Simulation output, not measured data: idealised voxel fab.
The following process module bears the name voxel capacitor over wiring.
It is cross-section cut that appears here, measuring 275 nm in width, its square cells being 5 nm in size.
Think of the cross-section as a grid of square cells. We describe it in bands, top to bottom, and each band covers one or more rows of those cells.
Quick guide to a band line: top height, bottom height (nm) up front; then every material left to right with its width in nm. Only one material and it's marked "all across"? Then it fills the band edge to edge. And "blank" just means empty space.
Beneath 0, the wafer as received is one material, and that level is where height counting begins. The lowest band goes on downward without a bottom; it is written like "0 down".
The notation "30..40" denotes a width that varies across the rows of cells in the band, beginning at the first number in the top row, finishing at the second number in the bottom row, and changing by an identical amount from each row to the next.
Where a step carries "same as before", the cross-section came out of it unchanged, cell for cell.
Voids not open to the top, 8 cells minimum: see "Voids, sealed". Written width x height at distance; distance is from the left edge; nm.
Post-settings text on a step line: simulator's own remark regarding the step.
Steps that use a mask can have "overlay nm" on their line. It says how far the mask sat to the right of where it was meant to be. Negative means to the left.
Set out below are the planned steps of the process:
1: RECEIVE [material Si]
2: CONFORMAL_DEP [material SiO2] [thk nm 15]
3: DIRECTIONAL_DEP [material TiN] [thk nm 5]
4: DIRECTIONAL_DEP [material W] [thk nm 15]
5: MASKED_ETCH [tone cover] [mask id METAL_1] [width nm 30] [pitch nm 100] [etch materials W] [depth nm 15] [overlay nm 0]
6: MASKED_ETCH [tone cover] [mask id METAL_1] [width nm 30] [pitch nm 100] [etch materials TiN] [depth nm 5] [overlay nm 0]
7: FILL_DEP [material SiO2] [thk nm 10]
8: CMP [height nm 35]
9: CONFORMAL_DEP [material SiCN] [thk nm 5]
10: DIRECTIONAL_DEP [material lowk] [thk nm 10]
11: PATTERN [tone open] [mask id PLUG_1] [material resist] [width nm 15] [thk nm 15] [overlay nm 0]
12: DIRECTIONAL_ETCH [etch materials lowk] [depth nm 10]
13: DIRECTIONAL_ETCH [etch materials SiCN] [depth nm 5]
14: STRIP [etch materials resist]
15: EPI [material Ru] [thk nm 10]
16: EPI [material Ru] [thk nm 5]
17: DIRECTIONAL_DEP [material TiN] [thk nm 10]
18: DIRECTIONAL_DEP [material SiN] [thk nm 5]
19: DIRECTIONAL_DEP [material TiN] [thk nm 5]
20: DIRECTIONAL_DEP [material aC] [thk nm 10]
21: PATTERN [tone cover] [mask id UPPER_PLATE] [material resist] [width nm 75] [thk nm 25] [overlay nm 0]
22: DIRECTIONAL_ETCH [etch materials aC] [depth nm 10]
23: STRIP [etch materials resist]
24: DIRECTIONAL_ETCH [etch materials TiN] [depth nm 5]
25: DIRECTIONAL_ETCH [etch materials SiN] [depth nm 5]
26: STRIP [etch materials aC]
27: MASKED_ETCH [tone cover] [mask id LOWER_PLATE] [width nm 85] [etch materials TiN] [depth nm 10] [overlay nm 0]
28: FILL_DEP [material SiO2] [thk nm 20]
29: CMP [height nm 85]
30: MASKED_ETCH [tone open] [mask id PLUG_2] [width nm 15] [etch materials SiO2] [depth nm 15] [overlay nm 0]
31: CONFORMAL_DEP [material TiN] [thk nm 5]
32: FILL_DEP [material Ru] [thk nm 5]
33: CMP [height nm 85]
34: CONFORMAL_DEP [material SiN] [thk nm 5]
As-received wafer cross-section (after step 1):
- 0 down | Si all across
- Voids, sealed: none
Cross-section at module end, one run error; start and plan unchanged from above:
- 90 to 85 | SiN all across
- 85 to 80 | 95 of SiO2 | 5 of TiN | 5 of Ru | 5 of TiN | 165 of SiO2
- 80 to 70 | 95..85 of SiO2 | 15..25 of TiN | 165 of SiO2
- 70 to 65 | 85 of SiO2 | 20 of SiN | 55 of TiN | 115 of SiO2
- 65 to 60 | 80 of SiO2 | 25 of TiN | 55 of SiN | 115 of SiO2
- 60 to 55 | 80 of SiO2 | 85 of TiN | 110 of SiO2
- 55 to 50 | 80 of SiO2 | 25 of Ru | 60 of TiN | 110 of SiO2
- 50 to 40 | 85 of lowk | 15 of Ru | 175 of lowk
- 40 to 35 | W all across
- 35 to 20 | 70 of SiO2 | 30 of W | 70 of SiO2 | 30 of W | 75 of SiO2
- 20 to 15 | 70 of SiO2 | 30 of TiN | 70 of SiO2 | 30 of TiN | 75 of SiO2
- 15 to 0 | SiO2 all across
- 0 down | Si all across
- Voids, sealed: none
Processing error: step 9 was run on a setting that differed from the plan, and what really ran there is CONFORMAL_DEP [material W] [thk nm 5]
